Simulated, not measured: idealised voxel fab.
Proc. module: voxel capacitor over wiring
This is section cut - it's 235 nm across, gridded in 5 nm square cells.
How to read a cross-section here: the picture is a grid of square cells, written as bands going from the top down, and any band can span one or more rows of cells.
Top height, bottom height, nm. Materials left to right, width each, nm. Single material + "throughout" = fills band edge to edge. "air" = empty.
Heads up on the height convention: 0 is the point under which the incoming wafer is all one material, and the lowest band has no bottom, it just keeps going down, like "0 and below".
A width such as "30 to 40" changes by the same amount from each row of cells to the next, from the band's top row to its bottom row.
For the purposes of this document, the phrase "remains unaltered" attached to a step denotes that no cell within the cross-section was modified by that step.
Closed empty spaces (no open way to the top) of 8 cells or more are what "Enclosed void list" lists, each as width x height at distance from the left edge, nm for all three.
Heads up: the bit after the settings on a step's line is the simulator's remark on that step.
overlay nm: right-of-plan distance of the mask on a masked step; negative values mean left-of-plan.
Set out below are the planned steps of the process:
1) RECEIVE [material Si]
2) CONFORMAL_DEP [material SiO2] [thk nm 15]
3) CONFORMAL_DEP [material SiCN] [thk nm 5]
4) DIRECTIONAL_DEP [material SiO2] [thk nm 15]
5) DIRECTIONAL_DEP [material aC] [thk nm 10]
6) PATTERN [tone open] [mask id METAL_1] [material resist] [width nm 30] [pitch nm 95] [thk nm 25] [overlay nm 0]
7) DIRECTIONAL_ETCH [etch materials aC] [depth nm 10]
8) STRIP [etch materials resist]
9) DIRECTIONAL_ETCH [etch materials SiO2] [depth nm 15]
10) DIRECTIONAL_ETCH [etch materials SiCN] [depth nm 5]
11) STRIP [etch materials aC]
12) CONFORMAL_DEP [material TiN] [thk nm 5]
13) FILL_DEP [material Cu] [thk nm 5]
14) CMP [height nm 35]
15) CONFORMAL_DEP [material SiCN] [thk nm 5]
16) DIRECTIONAL_DEP [material SiO2] [thk nm 15]
17) MASKED_ETCH [tone open] [mask id PLUG_1] [width nm 15] [etch materials SiO2] [depth nm 15] [overlay nm 0]
18) MASKED_ETCH [tone open] [mask id PLUG_1] [width nm 15] [etch materials SiCN] [depth nm 5] [overlay nm 0]
19) CONFORMAL_DEP [material TiN] [thk nm 5]
20) FILL_DEP [material Cu] [thk nm 10]
21) CMP [height nm 55]
22) DIRECTIONAL_DEP [material TiN] [thk nm 10]
23) DIRECTIONAL_DEP [material SiN] [thk nm 5]
24) DIRECTIONAL_DEP [material TiN] [thk nm 5]
25) PATTERN [tone cover] [mask id UPPER_PLATE] [material resist] [width nm 70] [thk nm 20] [overlay nm 0]
26) DIRECTIONAL_ETCH [etch materials TiN] [depth nm 5]
27) DIRECTIONAL_ETCH [etch materials SiN] [depth nm 5]
28) STRIP [etch materials resist]
29) PATTERN [tone cover] [mask id LOWER_PLATE] [material resist] [width nm 80] [thk nm 20] [overlay nm 0]
30) DIRECTIONAL_ETCH [etch materials TiN] [depth nm 10]
31) STRIP [etch materials resist]
32) FILL_DEP [material SiO2] [thk nm 20]
33) CMP [height nm 90]
34) DIRECTIONAL_DEP [material aC] [thk nm 10]
35) PATTERN [tone open] [mask id PLUG_2] [material resist] [width nm 15] [thk nm 30] [overlay nm 0]
36) DIRECTIONAL_ETCH [etch materials aC] [depth nm 10]
37) STRIP [etch materials resist]
38) DIRECTIONAL_ETCH [etch materials SiO2] [depth nm 15]
39) STRIP [etch materials aC]
40) CONFORMAL_DEP [material TiN] [thk nm 5]
41) FILL_DEP [material Ru] [thk nm 10]
42) CMP [height nm 90]
43) CONFORMAL_DEP [material SiCN] [thk nm 5]
First of two wafers, processed according to plan:
As received (post step 1): cross-section:
* 0 and below = Si throughout
* Enclosed void list: none
Upon completion of step 2, the wafer appears in cross-section as shown:
* 15 down to 0 = SiO2 throughout
* below 0: unchanged
Upon completion of step 3, the wafer appears in cross-section as shown:
* 20 down to 15 = SiCN throughout
* below 15: unchanged
Upon completion of step 4, the wafer appears in cross-section as shown:
* 35 down to 20 = SiO2 throughout
* below 20: unchanged
Upon completion of step 5, the wafer appears in cross-section as shown:
* 45 down to 35 = aC throughout
* below 35: unchanged
Upon completion of step 6, the wafer appears in cross-section as shown:
* 70 down to 45 = resist=55, then air=30, then resist=65, then air=30, then resist=55
* below 45: unchanged
Upon completion of step 7, the wafer appears in cross-section as shown:
* 60 down to 45 = resist=55, then air=30, then resist=65, then air=30, then resist=55
* 45 down to 35 = aC=55, then air=30, then aC=65, then air=30, then aC=55
* below 35: unchanged
Upon completion of step 8, the wafer appears in cross-section as shown:
* 45 down to 35 = aC=55, then air=30, then aC=65, then air=30, then aC=55
* below 35: unchanged
Upon completion of step 9, the wafer appears in cross-section as shown:
* 45 down to 35 = aC=55, then air=30, then aC=65, then air=30, then aC=55
* 35 down to 20 = SiO2=55, then air=30, then SiO2=65, then air=30, then SiO2=55
* below 20: unchanged
Upon completion of step 10, the wafer appears in cross-section as shown:
* 45 down to 35 = aC=55, then air=30, then aC=65, then air=30, then aC=55
* 35 down to 20 = SiO2=55, then air=30, then SiO2=65, then air=30, then SiO2=55
* 20 down to 15 = SiCN=55, then air=30, then SiCN=65, then air=30, then SiCN=55
* below 15: unchanged
Upon completion of step 11, the wafer appears in cross-section as shown:
* 35 down to 20 = SiO2=55, then air=30, then SiO2=65, then air=30, then SiO2=55
* below 20: unchanged
Upon completion of step 12, the wafer appears in cross-section as shown:
* 40 down to 35 = TiN=60, then air=20, then TiN=75, then air=20, then TiN=60
* 35 down to 20 = SiO2=55, then TiN=5, then air=20, then TiN=5, then SiO2=65, then TiN=5, then air=20, then TiN=5, then SiO2=55
* 20 down to 15 = SiCN=55, then TiN=30, then SiCN=65, then TiN=30, then SiCN=55
* below 15: unchanged
Upon completion of step 13, the wafer appears in cross-section as shown:
* 45 down to 40 = Cu throughout
* 40 down to 35 = TiN=60, then Cu=20, then TiN=75, then Cu=20, then TiN=60
* 35 down to 20 = SiO2=55, then TiN=5, then Cu=20, then TiN=5, then SiO2=65, then TiN=5, then Cu=20, then TiN=5, then SiO2=55
* below 20: unchanged
Upon completion of step 14, the wafer appears in cross-section as shown:
* 35 down to 20 = SiO2=55, then TiN=5, then Cu=20, then TiN=5, then SiO2=65, then TiN=5, then Cu=20, then TiN=5, then SiO2=55
* below 20: unchanged
Upon completion of step 15, the wafer appears in cross-section as shown:
* 40 down to 35 = SiCN throughout
* below 35: unchanged
Upon completion of step 16, the wafer appears in cross-section as shown:
* 55 down to 40 = SiO2 throughout
* below 40: unchanged
Upon completion of step 17, the wafer appears in cross-section as shown:
* 55 down to 40 = SiO2=70, then air=15, then SiO2=150
* below 40: unchanged
Upon completion of step 18, the wafer appears in cross-section as shown:
* 55 down to 40 = SiO2=70, then air=15, then SiO2=150
* 40 down to 35 = SiCN=70, then air=15, then SiCN=150
* below 35: unchanged
Upon completion of step 19, the wafer appears in cross-section as shown:
* 60 down to 55 = TiN=75, then air=5, then TiN=155
* 55 down to 40 = SiO2=70, then TiN=5, then air=5, then TiN=5, then SiO2=150
* 40 down to 35 = SiCN=70, then TiN=15, then SiCN=150
* below 35: unchanged
Upon completion of step 20, the wafer appears in cross-section as shown:
* 70 down to 60 = Cu throughout
* 60 down to 55 = TiN=75, then Cu=5, then TiN=155
* 55 down to 40 = SiO2=70, then TiN=5, then Cu=5, then TiN=5, then SiO2=150
* below 40: unchanged
Upon completion of step 21, the wafer appears in cross-section as shown:
* 55 down to 40 = SiO2=70, then TiN=5, then Cu=5, then TiN=5, then SiO2=150
* below 40: unchanged
Upon completion of step 22, the wafer appears in cross-section as shown:
* 65 down to 55 = TiN throughout
* below 55: unchanged
Upon completion of step 23, the wafer appears in cross-section as shown:
* 70 down to 65 = SiN throughout
* below 65: unchanged
Upon completion of step 24, the wafer appears in cross-section as shown:
* 75 down to 70 = TiN throughout
* below 70: unchanged
Upon completion of step 25, the wafer appears in cross-section as shown:
* 95 down to 75 = air=70, then resist=70, then air=95
* below 75: unchanged
Upon completion of step 26, the wafer appears in cross-section as shown:
* 95 down to 75 = air=70, then resist=70, then air=95
* 75 down to 70 = air=70, then TiN=70, then air=95
* below 70: unchanged
Upon completion of step 27, the wafer appears in cross-section as shown:
* 95 down to 75 = air=70, then resist=70, then air=95
* 75 down to 70 = air=70, then TiN=70, then air=95
* 70 down to 65 = air=70, then SiN=70, then air=95
* below 65: unchanged
Upon completion of step 28, the wafer appears in cross-section as shown:
* 75 down to 70 = air=70, then TiN=70, then air=95
* below 70: unchanged
Upon completion of step 29, the wafer appears in cross-section as shown:
* 95 down to 75 = air=65, then resist=80, then air=90
* 75 down to 70 = air=65, then resist=5, then TiN=70, then resist=5, then air=90
* 70 down to 65 = air=65, then resist=5, then SiN=70, then resist=5, then air=90
* below 65: unchanged
Upon completion of step 30, the wafer appears in cross-section as shown:
* 95 down to 75 = air=65, then resist=80, then air=90
* 75 down to 70 = air=65, then resist=5, then TiN=70, then resist=5, then air=90
* 70 down to 65 = air=65, then resist=5, then SiN=70, then resist=5, then air=90
* 65 down to 55 = air=65, then TiN=80, then air=90
* below 55: unchanged
Upon completion of step 31, the wafer appears in cross-section as shown:
* 75 down to 70 = air=70, then TiN=70, then air=95
* 70 down to 65 = air=70, then SiN=70, then air=95
* below 65: unchanged
Upon completion of step 32, the wafer appears in cross-section as shown:
* 95 down to 75 = SiO2 throughout
* 75 down to 70 = SiO2=70, then TiN=70, then SiO2=95
* 70 down to 65 = SiO2=70, then SiN=70, then SiO2=95
* 65 down to 55 = SiO2=65, then TiN=80, then SiO2=90
* below 55: unchanged
Upon completion of step 33, the wafer appears in cross-section as shown:
* 90 down to 75 = SiO2 throughout
* below 75: unchanged
Upon completion of step 34, the wafer appears in cross-section as shown:
* 100 down to 90 = aC throughout
* below 90: unchanged
Upon completion of step 35, the wafer appears in cross-section as shown:
* 130 down to 100 = resist=80, then air=15, then resist=140
* below 100: unchanged
Upon completion of step 36, the wafer appears in cross-section as shown:
* 120 down to 100 = resist=80, then air=15, then resist=140
* 100 down to 90 = aC=80, then air=15, then aC=140
* below 90: unchanged
Upon completion of step 37, the wafer appears in cross-section as shown:
* 100 down to 90 = aC=80, then air=15, then aC=140
* below 90: unchanged
Upon completion of step 38, the wafer appears in cross-section as shown:
* 100 down to 90 = aC=80, then air=15, then aC=140
* 90 down to 75 = SiO2=80, then air=15, then SiO2=140
* below 75: unchanged
Upon completion of step 39, the wafer appears in cross-section as shown:
* 90 down to 75 = SiO2=80, then air=15, then SiO2=140
* below 75: unchanged
Upon completion of step 40, the wafer appears in cross-section as shown:
* 95 down to 90 = TiN=85, then air=5, then TiN=145
* 90 down to 80 = SiO2=80, then TiN=5, then air=5, then TiN=5, then SiO2=140
* 80 down to 70 = SiO2=80 to 70, then TiN=15 to 70, then SiO2=140 to 95
* below 70: unchanged
Upon completion of step 41, the wafer appears in cross-section as shown:
* 105 down to 95 = Ru throughout
* 95 down to 90 = TiN=85, then Ru=5, then TiN=145
* 90 down to 80 = SiO2=80, then TiN=5, then Ru=5, then TiN=5, then SiO2=140
* below 80: unchanged
Upon completion of step 42, the wafer appears in cross-section as shown:
* 90 down to 80 = SiO2=80, then TiN=5, then Ru=5, then TiN=5, then SiO2=140
* below 80: unchanged
Upon completion of step 43, the wafer appears in cross-section as shown:
* 95 down to 90 = SiCN throughout
* below 90: unchanged
Second wafer, same starting state and plan as the first, one mistake in the run, identical through step 5:
Second wafer cross-section, taken as of the time the plan sets for step 6 to be done:
* 70 down to 45 = resist=60, then air=20, then resist=75, then air=20, then resist=60
* below 45: unchanged
Second wafer cross-section, taken as of the time the plan sets for step 7 to be done:
* 60 down to 45 = resist=60, then air=20, then resist=75, then air=20, then resist=60
* 45 down to 35 = aC=60, then air=20, then aC=75, then air=20, then aC=60
* below 35: unchanged
Second wafer cross-section, taken as of the time the plan sets for step 8 to be done:
* 45 down to 35 = aC=60, then air=20, then aC=75, then air=20, then aC=60
* below 35: unchanged
Second wafer cross-section, taken as of the time the plan sets for step 9 to be done:
* 45 down to 35 = aC=60, then air=20, then aC=75, then air=20, then aC=60
* 35 down to 20 = SiO2=60, then air=20, then SiO2=75, then air=20, then SiO2=60
* below 20: unchanged
Second wafer cross-section, taken as of the time the plan sets for step 10 to be done:
* 45 down to 35 = aC=60, then air=20, then aC=75, then air=20, then aC=60
* 35 down to 20 = SiO2=60, then air=20, then SiO2=75, then air=20, then SiO2=60
* 20 down to 15 = SiCN=60, then air=20, then SiCN=75, then air=20, then SiCN=60
* below 15: unchanged
Second wafer cross-section, taken as of the time the plan sets for step 11 to be done:
* 35 down to 20 = SiO2=60, then air=20, then SiO2=75, then air=20, then SiO2=60
* below 20: unchanged
Second wafer cross-section, taken as of the time the plan sets for step 12 to be done:
* 40 down to 35 = TiN=65, then air=10, then TiN=85, then air=10, then TiN=65
* 35 down to 20 = SiO2=60, then TiN=5, then air=10, then TiN=5, then SiO2=75, then TiN=5, then air=10, then TiN=5, then SiO2=60
* 20 down to 15 = SiCN=60, then TiN=20, then SiCN=75, then TiN=20, then SiCN=60
* below 15: unchanged
Second wafer cross-section, taken as of the time the plan sets for step 13 to be done:
* 45 down to 40 = Cu throughout
* 40 down to 35 = TiN=65, then Cu=10, then TiN=85, then Cu=10, then TiN=65
* 35 down to 20 = SiO2=60, then TiN=5, then Cu=10, then TiN=5, then SiO2=75, then TiN=5, then Cu=10, then TiN=5, then SiO2=60
* below 20: unchanged
Second wafer cross-section, taken as of the time the plan sets for step 14 to be done:
* 35 down to 20 = SiO2=60, then TiN=5, then Cu=10, then TiN=5, then SiO2=75, then TiN=5, then Cu=10, then TiN=5, then SiO2=60
* below 20: unchanged
Second wafer cross-section, taken as of the time the plan sets for step 15 to be done:
* 40 down to 35 = SiCN throughout
* below 35: unchanged
Second wafer cross-section, taken as of the time the plan sets for step 16 to be done:
* 55 down to 40 = SiO2 throughout
* below 40: unchanged
Second wafer cross-section, taken as of the time the plan sets for step 17 to be done:
* 55 down to 40 = SiO2=70, then air=15, then SiO2=150
* below 40: unchanged
Second wafer cross-section, taken as of the time the plan sets for step 18 to be done:
* 55 down to 40 = SiO2=70, then air=15, then SiO2=150
* 40 down to 35 = SiCN=70, then air=15, then SiCN=150
* below 35: unchanged
Second wafer cross-section, taken as of the time the plan sets for step 19 to be done:
* 60 down to 55 = TiN=75, then air=5, then TiN=155
* 55 down to 40 = SiO2=70, then TiN=5, then air=5, then TiN=5, then SiO2=150
* 40 down to 35 = SiCN=70, then TiN=15, then SiCN=150
* below 35: unchanged
Second wafer cross-section, taken as of the time the plan sets for step 20 to be done:
* 70 down to 60 = Cu throughout
* 60 down to 55 = TiN=75, then Cu=5, then TiN=155
* 55 down to 40 = SiO2=70, then TiN=5, then Cu=5, then TiN=5, then SiO2=150
* below 40: unchanged
Second wafer cross-section, taken as of the time the plan sets for step 21 to be done:
* 55 down to 40 = SiO2=70, then TiN=5, then Cu=5, then TiN=5, then SiO2=150
* below 40: unchanged
Second wafer cross-section, taken as of the time the plan sets for step 22 to be done:
* 65 down to 55 = TiN throughout
* below 55: unchanged
Second wafer cross-section, taken as of the time the plan sets for step 23 to be done:
* 70 down to 65 = SiN throughout
* below 65: unchanged
Second wafer cross-section, taken as of the time the plan sets for step 24 to be done:
* 75 down to 70 = TiN throughout
* below 70: unchanged
Second wafer cross-section, taken as of the time the plan sets for step 25 to be done:
* 95 down to 75 = air=70, then resist=70, then air=95
* below 75: unchanged
Second wafer cross-section, taken as of the time the plan sets for step 26 to be done:
* 95 down to 75 = air=70, then resist=70, then air=95
* 75 down to 70 = air=70, then TiN=70, then air=95
* below 70: unchanged
Second wafer cross-section, taken as of the time the plan sets for step 27 to be done:
* 95 down to 75 = air=70, then resist=70, then air=95
* 75 down to 70 = air=70, then TiN=70, then air=95
* 70 down to 65 = air=70, then SiN=70, then air=95
* below 65: unchanged
Second wafer cross-section, taken as of the time the plan sets for step 28 to be done:
* 75 down to 70 = air=70, then TiN=70, then air=95
* below 70: unchanged
Second wafer cross-section, taken as of the time the plan sets for step 29 to be done:
* 95 down to 75 = air=65, then resist=80, then air=90
* 75 down to 70 = air=65, then resist=5, then TiN=70, then resist=5, then air=90
* 70 down to 65 = air=65, then resist=5, then SiN=70, then resist=5, then air=90
* below 65: unchanged
Second wafer cross-section, taken as of the time the plan sets for step 30 to be done:
* 95 down to 75 = air=65, then resist=80, then air=90
* 75 down to 70 = air=65, then resist=5, then TiN=70, then resist=5, then air=90
* 70 down to 65 = air=65, then resist=5, then SiN=70, then resist=5, then air=90
* 65 down to 55 = air=65, then TiN=80, then air=90
* below 55: unchanged
Second wafer cross-section, taken as of the time the plan sets for step 31 to be done:
* 75 down to 70 = air=70, then TiN=70, then air=95
* 70 down to 65 = air=70, then SiN=70, then air=95
* below 65: unchanged
Second wafer cross-section, taken as of the time the plan sets for step 32 to be done:
* 95 down to 75 = SiO2 throughout
* 75 down to 70 = SiO2=70, then TiN=70, then SiO2=95
* 70 down to 65 = SiO2=70, then SiN=70, then SiO2=95
* 65 down to 55 = SiO2=65, then TiN=80, then SiO2=90
* below 55: unchanged
Second wafer cross-section, taken as of the time the plan sets for step 33 to be done:
* 90 down to 75 = SiO2 throughout
* below 75: unchanged
Second wafer cross-section, taken as of the time the plan sets for step 34 to be done:
* 100 down to 90 = aC throughout
* below 90: unchanged
Second wafer cross-section, taken as of the time the plan sets for step 35 to be done:
* 130 down to 100 = resist=80, then air=15, then resist=140
* below 100: unchanged
Second wafer cross-section, taken as of the time the plan sets for step 36 to be done:
* 120 down to 100 = resist=80, then air=15, then resist=140
* 100 down to 90 = aC=80, then air=15, then aC=140
* below 90: unchanged
Second wafer cross-section, taken as of the time the plan sets for step 37 to be done:
* 100 down to 90 = aC=80, then air=15, then aC=140
* below 90: unchanged
Second wafer cross-section, taken as of the time the plan sets for step 38 to be done:
* 100 down to 90 = aC=80, then air=15, then aC=140
* 90 down to 75 = SiO2=80, then air=15, then SiO2=140
* below 75: unchanged
Second wafer cross-section, taken as of the time the plan sets for step 39 to be done:
* 90 down to 75 = SiO2=80, then air=15, then SiO2=140
* below 75: unchanged
Second wafer cross-section, taken as of the time the plan sets for step 40 to be done:
* 95 down to 90 = TiN=85, then air=5, then TiN=145
* 90 down to 80 = SiO2=80, then TiN=5, then air=5, then TiN=5, then SiO2=140
* 80 down to 70 = SiO2=80 to 70, then TiN=15 to 70, then SiO2=140 to 95
* below 70: unchanged
Second wafer cross-section, taken as of the time the plan sets for step 41 to be done:
* 105 down to 95 = Ru throughout
* 95 down to 90 = TiN=85, then Ru=5, then TiN=145
* 90 down to 80 = SiO2=80, then TiN=5, then Ru=5, then TiN=5, then SiO2=140
* below 80: unchanged
Second wafer cross-section, taken as of the time the plan sets for step 42 to be done:
* 90 down to 80 = SiO2=80, then TiN=5, then Ru=5, then TiN=5, then SiO2=140
* below 80: unchanged
Second wafer cross-section, taken as of the time the plan sets for step 43 to be done:
* 95 down to 90 = SiCN throughout
* below 90: unchanged
Error vs. plan: step 6, actual vs plan mismatch, actual run PATTERN [tone open] [mask id METAL_1] [material resist] [width nm 20] [pitch nm 95] [thk nm 25] [overlay nm 0]
Per the end-of-run cell counts, the second wafer holds more or fewer of some materials than the first: Cu -12, SiCN +4, SiO2 +12, TiN -4
